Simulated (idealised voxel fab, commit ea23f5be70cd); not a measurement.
process module | voxel capacitor over wiring
cross-section cut | 300 nm wide | cells 5 nm
A cross-section is a grid of square cells, given in bands from the top down. A band is one or more rows of cells.
Each band's line starts with the height of the band's top and of its bottom, in nm. Then come its materials from left to right, each with its width in nm. One material with "throughout" fills the band from edge to edge. "air" is empty space.
Height 0 is the level under which the wafer as received is all one material. The lowest band goes on downwards, as in "0 down".
A width such as "30 to 40" changes by the same amount from each row of cells to the next, from the band's top row to its bottom row.
"no change" after a step means that no cell of the cross-section changed.
closed voids: empty space of 8 cells or more with no open way to the top, each as width x height at its distance from the left edge, in nm
after a step's settings: what the simulator itself notes on the step
overlay nm, on a step with a mask: how far to the right of its planned place the mask lay; to the left if negative
plan
1 op RECEIVE | material Si
2 op CONFORMAL_DEP | material SiO2 | thk nm 15
3 op CONFORMAL_DEP | material SiN | thk nm 5
4 op DIRECTIONAL_DEP | material SiO2 | thk nm 15
5 op PATTERN | tone open | mask id METAL_1 | material resist | width nm 25 | pitch nm 85 | thk nm 20 | overlay nm 0
6 op DIRECTIONAL_ETCH | etch materials SiO2 | depth nm 15
7 op DIRECTIONAL_ETCH | etch materials SiN | depth nm 5
8 op STRIP | etch materials resist
9 op CONFORMAL_DEP | material TiN | thk nm 5
10 op FILL_DEP | material Cu | thk nm 5
11 op CMP | height nm 35
12 op EPI | material Ru | thk nm 5
13 op FILL_DEP | material SiCN | thk nm 5
14 op DIRECTIONAL_DEP | material SiO2 | thk nm 20
15 op PATTERN | tone open | mask id PLUG_1 | material resist | width nm 15 | thk nm 15 | overlay nm 0
16 op DIRECTIONAL_ETCH | etch materials SiO2 | depth nm 20
17 op DIRECTIONAL_ETCH | etch materials SiCN | depth nm 5
18 op STRIP | etch materials resist
19 op CONFORMAL_DEP | material TiN | thk nm 5
20 op FILL_DEP | material W | thk nm 5
21 op CMP | height nm 65
22 op DIRECTIONAL_DEP | material TiN | thk nm 5
23 op DIRECTIONAL_DEP | material SiN | thk nm 5
24 op DIRECTIONAL_DEP | material TiN | thk nm 5
25 op DIRECTIONAL_DEP | material aC | thk nm 15
26 op PATTERN | tone cover | mask id UPPER_PLATE | material resist | width nm 65 | thk nm 35 | overlay nm 0
27 op DIRECTIONAL_ETCH | etch materials aC | depth nm 15
28 op STRIP | etch materials resist
29 op DIRECTIONAL_ETCH | etch materials TiN | depth nm 5
30 op DIRECTIONAL_ETCH | etch materials SiN | depth nm 5
31 op STRIP | etch materials aC
32 op MASKED_ETCH | tone cover | mask id LOWER_PLATE | width nm 75 | etch materials TiN | depth nm 5 | overlay nm 0
33 op FILL_DEP | material SiO2 | thk nm 20
34 op CMP | height nm 95
35 op PATTERN | tone open | mask id PLUG_2 | material resist | width nm 15 | thk nm 20 | overlay nm 0
36 op DIRECTIONAL_ETCH | etch materials SiO2 | depth nm 15
37 op STRIP | etch materials resist
38 op CONFORMAL_DEP | material TiN | thk nm 5
39 op FILL_DEP | material W | thk nm 5
40 op CMP | height nm 95
41 op CONFORMAL_DEP | material SiN | thk nm 5
first wafer, as planned
as received, after step 1
  0 down: Si throughout
  closed voids: none
after step 2
  15 to 0: SiO2 throughout
  below 0: unchanged
after step 3
  20 to 15: SiN throughout
  below 15: unchanged
after step 4
  35 to 20: SiO2 throughout
  below 20: unchanged
after step 5
  55 to 35: resist 95 | air 25 | resist 60 | air 25 | resist 95
  below 35: unchanged
after step 6
  55 to 35: resist 95 | air 25 | resist 60 | air 25 | resist 95
  35 to 20: SiO2 95 | air 25 | SiO2 60 | air 25 | SiO2 95
  below 20: unchanged
after step 7
  55 to 35: resist 95 | air 25 | resist 60 | air 25 | resist 95
  35 to 20: SiO2 95 | air 25 | SiO2 60 | air 25 | SiO2 95
  20 to 15: SiN 95 | air 25 | SiN 60 | air 25 | SiN 95
  below 15: unchanged
after step 8
  35 to 20: SiO2 95 | air 25 | SiO2 60 | air 25 | SiO2 95
  below 20: unchanged
after step 9
  40 to 35: TiN 100 | air 15 | TiN 70 | air 15 | TiN 100
  35 to 20: SiO2 95 | TiN 5 | air 15 | TiN 5 | SiO2 60 | TiN 5 | air 15 | TiN 5 | SiO2 95
  20 to 15: SiN 95 | TiN 25 | SiN 60 | TiN 25 | SiN 95
  below 15: unchanged
after step 10
  45 to 40: Cu throughout
  40 to 35: TiN 100 | Cu 15 | TiN 70 | Cu 15 | TiN 100
  35 to 20: SiO2 95 | TiN 5 | Cu 15 | TiN 5 | SiO2 60 | TiN 5 | Cu 15 | TiN 5 | SiO2 95
  below 20: unchanged
after step 11
  35 to 20: SiO2 95 | TiN 5 | Cu 15 | TiN 5 | SiO2 60 | TiN 5 | Cu 15 | TiN 5 | SiO2 95
  below 20: unchanged
after step 12
  40 to 35: air 90 | Ru 35 | air 50 | Ru 35 | air 90
  below 35: unchanged
after step 13
  45 to 40: SiCN throughout
  40 to 35: SiCN 90 | Ru 35 | SiCN 50 | Ru 35 | SiCN 90
  below 35: unchanged
after step 14
  65 to 45: SiO2 throughout
  below 45: unchanged
after step 15
  80 to 65: resist 105 | air 15 | resist 180
  below 65: unchanged
after step 16
  80 to 65: resist 105 | air 15 | resist 180
  65 to 45: SiO2 105 | air 15 | SiO2 180
  below 45: unchanged
after step 17
  80 to 65: resist 105 | air 15 | resist 180
  65 to 45: SiO2 105 | air 15 | SiO2 180
  45 to 40: SiCN 105 | air 15 | SiCN 180
  below 40: unchanged
after step 18
  65 to 45: SiO2 105 | air 15 | SiO2 180
  below 45: unchanged
after step 19
  70 to 65: TiN 110 | air 5 | TiN 185
  65 to 45: SiO2 105 | TiN 5 | air 5 | TiN 5 | SiO2 180
  45 to 40: SiCN 105 | TiN 15 | SiCN 180
  below 40: unchanged
after step 20
  75 to 70: W throughout
  70 to 65: TiN 110 | W 5 | TiN 185
  65 to 45: SiO2 105 | TiN 5 | W 5 | TiN 5 | SiO2 180
  below 45: unchanged
after step 21
  65 to 45: SiO2 105 | TiN 5 | W 5 | TiN 5 | SiO2 180
  below 45: unchanged
after step 22
  70 to 65: TiN throughout
  below 65: unchanged
after step 23
  75 to 70: SiN throughout
  below 70: unchanged
after step 24
  80 to 75: TiN throughout
  below 75: unchanged
after step 25
  95 to 80: aC throughout
  below 80: unchanged
after step 26
  130 to 95: air 105 | resist 65 | air 130
  below 95: unchanged
after step 27
  115 to 95: air 105 | resist 65 | air 130
  95 to 80: air 105 | aC 65 | air 130
  below 80: unchanged
after step 28
  95 to 80: air 105 | aC 65 | air 130
  below 80: unchanged
after step 29
  95 to 80: air 105 | aC 65 | air 130
  80 to 75: air 105 | TiN 65 | air 130
  below 75: unchanged
after step 30
  95 to 80: air 105 | aC 65 | air 130
  80 to 75: air 105 | TiN 65 | air 130
  75 to 70: air 105 | SiN 65 | air 130
  below 70: unchanged
after step 31
  80 to 75: air 105 | TiN 65 | air 130
  below 75: unchanged
after step 32
  80 to 75: air 105 | TiN 65 | air 130
  75 to 70: air 105 | SiN 65 | air 130
  70 to 65: air 100 | TiN 75 | air 125
  below 65: unchanged
after step 33
  100 to 80: SiO2 throughout
  80 to 75: SiO2 105 | TiN 65 | SiO2 130
  75 to 70: SiO2 105 | SiN 65 | SiO2 130
  70 to 65: SiO2 100 | TiN 75 | SiO2 125
  below 65: unchanged
after step 34
  95 to 80: SiO2 throughout
  below 80: unchanged
after step 35
  115 to 95: resist 115 | air 15 | resist 170
  below 95: unchanged
after step 36
  115 to 95: resist 115 | air 15 | resist 170
  95 to 80: SiO2 115 | air 15 | SiO2 170
  below 80: unchanged
after step 37
  95 to 80: SiO2 115 | air 15 | SiO2 170
  below 80: unchanged
after step 38
  100 to 95: TiN 120 | air 5 | TiN 175
  95 to 85: SiO2 115 | TiN 5 | air 5 | TiN 5 | SiO2 170
  85 to 75: SiO2 115 to 105 | TiN 15 to 65 | SiO2 170 to 130
  below 75: unchanged
after step 39
  105 to 100: W throughout
  100 to 95: TiN 120 | W 5 | TiN 175
  95 to 85: SiO2 115 | TiN 5 | W 5 | TiN 5 | SiO2 170
  below 85: unchanged
after step 40
  95 to 85: SiO2 115 | TiN 5 | W 5 | TiN 5 | SiO2 170
  below 85: unchanged
after step 41
  100 to 95: SiN throughout
  below 95: unchanged
second wafer: like start, like plan, one mistake. Through step 13 it matches the first wafer
when step 14 should have ended
  60 to 45: SiO2 throughout
  below 45: unchanged
when step 15 should have ended
  75 to 60: resist 105 | air 15 | resist 180
  below 60: unchanged
when step 16 should have ended
  75 to 60: resist 105 | air 15 | resist 180
  60 to 45: SiO2 105 | air 15 | SiO2 180
  below 45: unchanged
when step 17 should have ended
  75 to 60: resist 105 | air 15 | resist 180
  60 to 45: SiO2 105 | air 15 | SiO2 180
  45 to 40: SiCN 105 | air 15 | SiCN 180
  below 40: unchanged
when step 18 should have ended
  60 to 45: SiO2 105 | air 15 | SiO2 180
  below 45: unchanged
when step 19 should have ended
  65 to 60: TiN 110 | air 5 | TiN 185
  60 to 45: SiO2 105 | TiN 5 | air 5 | TiN 5 | SiO2 180
  45 to 40: SiCN 105 | TiN 15 | SiCN 180
  below 40: unchanged
when step 20 should have ended
  70 to 65: W throughout
  65 to 60: TiN 110 | W 5 | TiN 185
  60 to 45: SiO2 105 | TiN 5 | W 5 | TiN 5 | SiO2 180
  below 45: unchanged
when step 21 should have ended
  65 to 60: TiN 110 | W 5 | TiN 185
  below 60: unchanged
when step 22 should have ended
  70 to 65: TiN throughout
  below 65: unchanged
when step 23 should have ended
  75 to 70: SiN throughout
  below 70: unchanged
when step 24 should have ended
  80 to 75: TiN throughout
  below 75: unchanged
when step 25 should have ended
  95 to 80: aC throughout
  below 80: unchanged
when step 26 should have ended
  130 to 95: air 105 | resist 65 | air 130
  below 95: unchanged
when step 27 should have ended
  115 to 95: air 105 | resist 65 | air 130
  95 to 80: air 105 | aC 65 | air 130
  below 80: unchanged
when step 28 should have ended
  95 to 80: air 105 | aC 65 | air 130
  below 80: unchanged
when step 29 should have ended
  95 to 80: air 105 | aC 65 | air 130
  80 to 75: air 105 | TiN 65 | air 130
  below 75: unchanged
when step 30 should have ended
  95 to 80: air 105 | aC 65 | air 130
  80 to 75: air 105 | TiN 65 | air 130
  75 to 70: air 105 | SiN 65 | air 130
  below 70: unchanged
when step 31 should have ended
  80 to 75: air 105 | TiN 65 | air 130
  below 75: unchanged
when step 32 should have ended
  80 to 75: air 105 | TiN 65 | air 130
  75 to 70: air 105 | SiN 65 | air 130
  70 to 65: air 100 | TiN 75 | air 125
  below 65: unchanged
when step 33 should have ended
  100 to 80: SiO2 throughout
  80 to 75: SiO2 105 | TiN 65 | SiO2 130
  75 to 70: SiO2 105 | SiN 65 | SiO2 130
  70 to 65: SiO2 100 | TiN 75 | SiO2 125
  below 65: unchanged
when step 34 should have ended
  95 to 80: SiO2 throughout
  below 80: unchanged
when step 35 should have ended
  115 to 95: resist 115 | air 15 | resist 170
  below 95: unchanged
when step 36 should have ended
  115 to 95: resist 115 | air 15 | resist 170
  95 to 80: SiO2 115 | air 15 | SiO2 170
  below 80: unchanged
when step 37 should have ended
  95 to 80: SiO2 115 | air 15 | SiO2 170
  below 80: unchanged
when step 38 should have ended
  100 to 95: TiN 120 | air 5 | TiN 175
  95 to 85: SiO2 115 | TiN 5 | air 5 | TiN 5 | SiO2 170
  85 to 75: SiO2 115 to 105 | TiN 15 to 65 | SiO2 170 to 130
  below 75: unchanged
when step 39 should have ended
  105 to 100: W throughout
  100 to 95: TiN 120 | W 5 | TiN 175
  95 to 85: SiO2 115 | TiN 5 | W 5 | TiN 5 | SiO2 170
  below 85: unchanged
when step 40 should have ended
  95 to 85: SiO2 115 | TiN 5 | W 5 | TiN 5 | SiO2 170
  below 85: unchanged
when step 41 should have ended
  100 to 95: SiN throughout
  below 95: unchanged
what went wrong: step 14 ran as: op DIRECTIONAL_DEP | material SiO2 | thk nm 15
at the end the second wafer has, in cells: 57 fewer of SiO2 | 57 more of TiN
